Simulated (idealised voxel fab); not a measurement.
process module | voxel capacitor over wiring
Shown is cross-section cut, with a width of 200 nm and square cells of size 5 nm.
Reading order for cross-sections: top band down to bottom band. Underlying form: a grid of square cells. Band size: one or more rows of cells. First you get the band's top height and its bottom height, in nm, and then the materials it's made of, left to right, with each width in nm. If you see a single material with "throughout", that one covers the band edge to edge. "empty" is empty space. Heights are measured from 0, the level below which the as-received wafer is all one material; the lowest band has no bottom and continues downward, written as in "0 nm and below". It should be noted that a width expressed as "30 to 40" varies in equal increments from row to row of cells within the band, taking the value of the first number at the top row and that of the second number at the bottom row. For the purposes of this document, the phrase "no change" attached to a step denotes that no cell within the cross-section was modified by that step. Under "Closed void list" you'll find the enclosed gaps, the ones with no way out to the top, that are 8 cells or bigger; each reads width x height at distance, with distance counted from the left edge, everything in nm. Anything after a step's settings on that line? It's the simulator's own note about the step. The optional step-line setting "overlay nm" applies to steps with a mask and quantifies how far to the right of its planned location the mask lay, a negative value indicating leftward placement.
List of planned process steps
1. RECEIVE | material Si
2. CONFORMAL_DEP | material SiO2 | thk nm 15
3. DIRECTIONAL_DEP | material TiN | thk nm 5
4. DIRECTIONAL_DEP | material Ru | thk nm 20
5. DIRECTIONAL_DEP | material aC | thk nm 10
6. PATTERN | tone cover | mask id METAL_1 | material resist | width nm 30 | pitch nm 100 | thk nm 25 | overlay nm 0
7. DIRECTIONAL_ETCH | etch materials aC | depth nm 10
8. STRIP | etch materials resist
9. DIRECTIONAL_ETCH | etch materials Ru | depth nm 20
10. DIRECTIONAL_ETCH | etch materials TiN | depth nm 5
11. STRIP | etch materials aC
12. FILL_DEP | material lowk | thk nm 10
13. CMP | height nm 40
14. CONFORMAL_DEP | material SiCN | thk nm 5
15. DIRECTIONAL_DEP | material lowk | thk nm 15
16. DIRECTIONAL_DEP | material aC | thk nm 15
17. PATTERN | tone open | mask id PLUG_1 | material resist | width nm 15 | thk nm 35 | overlay nm 0
18. DIRECTIONAL_ETCH | etch materials aC | depth nm 15
19. STRIP | etch materials resist
20. DIRECTIONAL_ETCH | etch materials lowk | depth nm 15
21. DIRECTIONAL_ETCH | etch materials SiCN | depth nm 5
22. STRIP | etch materials aC
23. EPI | material Ru | thk nm 10
24. EPI | material Ru | thk nm 10
25. DIRECTIONAL_DEP | material TiN | thk nm 10
26. DIRECTIONAL_DEP | material Al2O3 | thk nm 5
27. DIRECTIONAL_DEP | material TiN | thk nm 5
28. PATTERN | tone cover | mask id UPPER_PLATE | material resist | width nm 75 | thk nm 15 | overlay nm 0
29. DIRECTIONAL_ETCH | etch materials TiN | depth nm 5
30. DIRECTIONAL_ETCH | etch materials Al2O3 | depth nm 5
31. STRIP | etch materials resist
32. DIRECTIONAL_DEP | material aC | thk nm 10
33. PATTERN | tone cover | mask id LOWER_PLATE | material resist | width nm 85 | thk nm 25 | overlay nm 0
34. DIRECTIONAL_ETCH | etch materials aC | depth nm 10
35. STRIP | etch materials resist
36. DIRECTIONAL_ETCH | etch materials TiN | depth nm 10
37. STRIP | etch materials aC
38. FILL_DEP | material SiO2 | thk nm 15
39. CMP | height nm 90
40. DIRECTIONAL_DEP | material aC | thk nm 15
41. PATTERN | tone open | mask id PLUG_2 | material resist | width nm 15 | thk nm 30 | overlay nm 0
42. DIRECTIONAL_ETCH | etch materials aC | depth nm 15
43. STRIP | etch materials resist
44. DIRECTIONAL_ETCH | etch materials SiO2 | depth nm 10
45. STRIP | etch materials aC
46. CONFORMAL_DEP | material TiN | thk nm 5
47. FILL_DEP | material Ru | thk nm 10
48. CMP | height nm 90
49. CONFORMAL_DEP | material SiCN | thk nm 5
Incoming wafer in cross-section (state: after step 1)
* 0 nm and below | Si throughout
* Closed void list: none
Wafer cross-section at module end: first of two, run to plan
* 95 nm to 90 nm | SiCN throughout
* 90 nm to 85 nm | SiO2 (60) | TiN (5) | Ru (5) | TiN (5) | SiO2 (125)
* 85 nm to 75 nm | SiO2 (60 to 50) | TiN (15 to 75) | SiO2 (125 to 75)
* 75 nm to 70 nm | SiO2 (50) | Al2O3 (75) | SiO2 (75)
* 70 nm to 60 nm | SiO2 (45) | TiN (85) | SiO2 (70)
* 60 nm to 45 nm | lowk (50) | Ru (15) | lowk (135)
* 45 nm to 40 nm | SiCN (50) | Ru (15) | SiCN (135)
* 40 nm to 20 nm | lowk (35) | Ru (30) | lowk (70) | Ru (30) | lowk (35)
* 20 nm to 15 nm | lowk (35) | TiN (30) | lowk (70) | TiN (30) | lowk (35)
* 15 nm to 0 nm | SiO2 throughout
* 0 nm and below | Si throughout
* Closed void list: none
Cross-section, second wafer: same start as the first, same plan as the first, one mistake in running it; taken at the end of the module
* 95 nm to 90 nm | SiCN throughout
* 90 nm to 85 nm | SiO2 (60) | TiN (5) | Ru (5) | TiN (5) | SiO2 (125)
* 85 nm to 80 nm | SiO2 (60) | TiN (15) | SiO2 (125)
* 80 nm to 75 nm | SiO2 throughout
* 75 nm to 70 nm | SiO2 (50) | Al2O3 (75) | SiO2 (75)
* 70 nm to 60 nm | TiN (45) | SiO2 (5) | TiN (75) | SiO2 (5) | TiN (70)
* 60 nm to 45 nm | lowk (50) | Ru (15) | lowk (135)
* 45 nm to 40 nm | SiCN (50) | Ru (15) | SiCN (135)
* 40 nm to 20 nm | lowk (35) | Ru (30) | lowk (70) | Ru (30) | lowk (35)
* 20 nm to 15 nm | lowk (35) | TiN (30) | lowk (70) | TiN (30) | lowk (35)
* 15 nm to 0 nm | SiO2 throughout
* 0 nm and below | Si throughout
* Closed void list: none
Want to know what went wrong? step 33, actual vs plan mismatch, actual run PATTERN | tone open | mask id LOWER_PLATE | material resist | width nm 85 | thk nm 25 | overlay nm 0
Looking at both finished wafers in cells, the second ends up ahead of or behind the first on some materials: SiO2: 27 fewer, TiN: 27 more
